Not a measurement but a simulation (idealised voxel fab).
The following is a process module called voxel self aligned vias.
The cross-section on display is named cut; it measures 285 nm wide, and its cells are 5 nm squares.
Cross-section layout: square cells on a grid; listed as bands, top to bottom; a band spans one or more cell rows.
The entry gives the band's vertical extent as a top height and a bottom height in nm, then its horizontal make-up as materials from left to right, each with a width in nm. "empty" stands for empty space; a single material marked "all across" fills the band edge to edge.
Height datum 0, below which the as-received substrate wafer is one material. Lowest band open at the bottom, running downward: "from 0 down".
A width such as "30->40" changes by the same amount from each row of cells to the next, from the band's top row to its bottom row.
Basically "remained the same" means that step didn't change any cell in the cross-section.
Any empty space of 8 cells or more lacking an open way to the top shows up in "Sealed voids" as width x height at distance, distance from the left edge, in nm.
Read whatever lies past the settings on a step's line as the simulator's own remark about the step.
For masked steps, "overlay nm" on the step line gives how far right of plan the mask actually lay; a minus sign means it lay to the left.

[Below is the list of planned process steps]
1,RECEIVE,material Si
2,CONFORMAL_DEP,material SiO2,thk nm 15
3,CONFORMAL_DEP,material SiCN,thk nm 5
4,DIRECTIONAL_DEP,material lowk,thk nm 25
5,MASKED_ETCH,tone open,mask id LINES,width nm 30,pitch nm 60,etch materials lowk,depth nm 25,overlay nm 0
6,CONFORMAL_DEP,material TiN,thk nm 5
7,FILL_DEP,material W,thk nm 10
8,CMP,height nm 45
9,SELECTIVE_ETCH,etch materials W Ru TiN,depth nm 5
10,FILL_DEP,material SiN,thk nm 5
11,CMP,height nm 45
12,DIRECTIONAL_DEP,material lowk,thk nm 20
13,MASKED_ETCH,tone open,mask id VIAS,width nm 40,pitch nm 60,etch materials lowk,depth nm 20,overlay nm 0
14,MASKED_ETCH,tone open,mask id VIAS,width nm 40,pitch nm 60,etch materials SiN,depth nm 5,overlay nm 0
15,CONFORMAL_DEP,material TiN,thk nm 5
16,FILL_DEP,material Cu,thk nm 5
17,CMP,height nm 65
18,CONFORMAL_DEP,material SiCN,thk nm 5

[First of the two wafers, run per plan]

[Incoming wafer, cross-sectional view, post step 1]
  from 0 down = Si all across
  Sealed voids: none

[Once step 2 is through, the wafer looks like this in cross-section]
  from 15 to 0 = SiO2 all across
  Below a height of 0, the structure has not been altered.

[Once step 3 is through, the wafer looks like this in cross-section]
  from 20 to 15 = SiCN all across
  Below a height of 15, the structure has not been altered.

[Once step 4 is through, the wafer looks like this in cross-section]
  from 45 to 20 = lowk all across
  Below a height of 20, the structure has not been altered.

[Once step 5 is through, the wafer looks like this in cross-section]
  from 45 to 20 = lowk=65 | empty=30 | lowk=30 | empty=30 | lowk=30 | empty=30 | lowk=70
  Below a height of 20, the structure has not been altered.

[Once step 6 is through, the wafer looks like this in cross-section]
  from 50 to 45 = TiN=70 | empty=20 | TiN=40 | empty=20 | TiN=40 | empty=20 | TiN=75
  from 45 to 25 = lowk=65 | TiN=5 | empty=20 | TiN=5 | lowk=30 | TiN=5 | empty=20 | TiN=5 | lowk=30 | TiN=5 | empty=20 | TiN=5 | lowk=70
  from 25 to 20 = lowk=65 | TiN=30 | lowk=30 | TiN=30 | lowk=30 | TiN=30 | lowk=70
  Below a height of 20, the structure has not been altered.

[Once step 7 is through, the wafer looks like this in cross-section]
  from 60 to 50 = W all across
  from 50 to 45 = TiN=70 | W=20 | TiN=40 | W=20 | TiN=40 | W=20 | TiN=75
  from 45 to 25 = lowk=65 | TiN=5 | W=20 | TiN=5 | lowk=30 | TiN=5 | W=20 | TiN=5 | lowk=30 | TiN=5 | W=20 | TiN=5 | lowk=70
  Below a height of 25, the structure has not been altered.

[Once step 8 is through, the wafer looks like this in cross-section]
  from 45 to 25 = lowk=65 | TiN=5 | W=20 | TiN=5 | lowk=30 | TiN=5 | W=20 | TiN=5 | lowk=30 | TiN=5 | W=20 | TiN=5 | lowk=70
  Below a height of 25, the structure has not been altered.

[Once step 9 is through, the wafer looks like this in cross-section]
  from 45 to 40 = lowk=65 | empty=30 | lowk=30 | empty=30 | lowk=30 | empty=30 | lowk=70
  Below a height of 40, the structure has not been altered.

[Once step 10 is through, the wafer looks like this in cross-section]
  from 50 to 45 = SiN all across
  from 45 to 40 = lowk=65 | SiN=30 | lowk=30 | SiN=30 | lowk=30 | SiN=30 | lowk=70
  Below a height of 40, the structure has not been altered.

[Once step 11 is through, the wafer looks like this in cross-section]
  from 45 to 40 = lowk=65 | SiN=30 | lowk=30 | SiN=30 | lowk=30 | SiN=30 | lowk=70
  Below a height of 40, the structure has not been altered.

[Once step 12 is through, the wafer looks like this in cross-section]
  from 65 to 45 = lowk all across
  Below a height of 45, the structure has not been altered.

[Once step 13 is through, the wafer looks like this in cross-section]
  from 65 to 45 = lowk=60 | empty=40 | lowk=20 | empty=40 | lowk=20 | empty=40 | lowk=65
  Below a height of 45, the structure has not been altered.

[Once step 14 is through, the wafer looks like this in cross-section]
  from 65 to 45 = lowk=60 | empty=40 | lowk=20 | empty=40 | lowk=20 | empty=40 | lowk=65
  from 45 to 40 = lowk=65 | empty=30 | lowk=30 | empty=30 | lowk=30 | empty=30 | lowk=70
  Below a height of 40, the structure has not been altered.

[Once step 15 is through, the wafer looks like this in cross-section]
  from 70 to 65 = TiN=65 | empty=30 | TiN=30 | empty=30 | TiN=30 | empty=30 | TiN=70
  from 65 to 50 = lowk=60 | TiN=5 | empty=30 | TiN=5 | lowk=20 | TiN=5 | empty=30 | TiN=5 | lowk=20 | TiN=5 | empty=30 | TiN=5 | lowk=65
  from 50 to 45 = lowk=60 | TiN=10 | empty=20 | TiN=10 | lowk=20 | TiN=10 | empty=20 | TiN=10 | lowk=20 | TiN=10 | empty=20 | TiN=10 | lowk=65
  from 45 to 40 = lowk=65 | TiN=30 | lowk=30 | TiN=30 | lowk=30 | TiN=30 | lowk=70
  Below a height of 40, the structure has not been altered.

[Once step 16 is through, the wafer looks like this in cross-section]
  from 75 to 70 = Cu all across
  from 70 to 65 = TiN=65 | Cu=30 | TiN=30 | Cu=30 | TiN=30 | Cu=30 | TiN=70
  from 65 to 50 = lowk=60 | TiN=5 | Cu=30 | TiN=5 | lowk=20 | TiN=5 | Cu=30 | TiN=5 | lowk=20 | TiN=5 | Cu=30 | TiN=5 | lowk=65
  from 50 to 45 = lowk=60 | TiN=10 | Cu=20 | TiN=10 | lowk=20 | TiN=10 | Cu=20 | TiN=10 | lowk=20 | TiN=10 | Cu=20 | TiN=10 | lowk=65
  Below a height of 45, the structure has not been altered.

[Once step 17 is through, the wafer looks like this in cross-section]
  from 65 to 50 = lowk=60 | TiN=5 | Cu=30 | TiN=5 | lowk=20 | TiN=5 | Cu=30 | TiN=5 | lowk=20 | TiN=5 | Cu=30 | TiN=5 | lowk=65
  Below a height of 50, the structure has not been altered.

[Once step 18 is through, the wafer looks like this in cross-section]
  from 70 to 65 = SiCN all across
  Below a height of 65, the structure has not been altered.

[The Second Wafer: Common Origin and Plan, One Mistake in Execution, Identical to the First Through Step 12]

[Here is the second wafer in cross-section at the point where step 13 of the plan should have been done]
  from 65 to 45 = lowk=70 | empty=40 | lowk=20 | empty=40 | lowk=20 | empty=40 | lowk=55
  Below a height of 45, the structure has not been altered.

[Here is the second wafer in cross-section at the point where step 14 of the plan should have been done]
  from 65 to 45 = lowk=70 | empty=40 | lowk=20 | empty=40 | lowk=20 | empty=40 | lowk=55
  from 45 to 40 = lowk=65 | SiN=5 | empty=25 | lowk=30 | SiN=5 | empty=25 | lowk=30 | SiN=5 | empty=25 | lowk=70
  Below a height of 40, the structure has not been altered.

[Here is the second wafer in cross-section at the point where step 15 of the plan should have been done]
  from 70 to 65 = TiN=75 | empty=30 | TiN=30 | empty=30 | TiN=30 | empty=30 | TiN=60
  from 65 to 50 = lowk=70 | TiN=5 | empty=30 | TiN=5 | lowk=20 | TiN=5 | empty=30 | TiN=5 | lowk=20 | TiN=5 | empty=30 | TiN=5 | lowk=55
  from 50 to 45 = lowk=70 | TiN=5 | empty=15 | TiN=20 | lowk=20 | TiN=5 | empty=15 | TiN=20 | lowk=20 | TiN=5 | empty=15 | TiN=20 | lowk=55
  from 45 to 40 = lowk=65 | SiN=5 | TiN=25 | lowk=30 | SiN=5 | TiN=25 | lowk=30 | SiN=5 | TiN=25 | lowk=70
  Below a height of 40, the structure has not been altered.

[Here is the second wafer in cross-section at the point where step 16 of the plan should have been done]
  from 75 to 70 = Cu all across
  from 70 to 65 = TiN=75 | Cu=30 | TiN=30 | Cu=30 | TiN=30 | Cu=30 | TiN=60
  from 65 to 50 = lowk=70 | TiN=5 | Cu=30 | TiN=5 | lowk=20 | TiN=5 | Cu=30 | TiN=5 | lowk=20 | TiN=5 | Cu=30 | TiN=5 | lowk=55
  from 50 to 45 = lowk=70 | TiN=5 | Cu=15 | TiN=20 | lowk=20 | TiN=5 | Cu=15 | TiN=20 | lowk=20 | TiN=5 | Cu=15 | TiN=20 | lowk=55
  Below a height of 45, the structure has not been altered.

[Here is the second wafer in cross-section at the point where step 17 of the plan should have been done]
  from 65 to 50 = lowk=70 | TiN=5 | Cu=30 | TiN=5 | lowk=20 | TiN=5 | Cu=30 | TiN=5 | lowk=20 | TiN=5 | Cu=30 | TiN=5 | lowk=55
  Below a height of 50, the structure has not been altered.

[Here is the second wafer in cross-section at the point where step 18 of the plan should have been done]
  from 70 to 65 = SiCN all across
  Below a height of 65, the structure has not been altered.
Short version of what went wrong: planned and actual differ for step 13; actual: MASKED_ETCH,tone open,mask id VIAS,width nm 40,pitch nm 60,etch materials lowk,depth nm 20,overlay nm 10
End check, counted in cells, second wafer has more or fewer of these materials than the first: Cu -3 | SiN +3
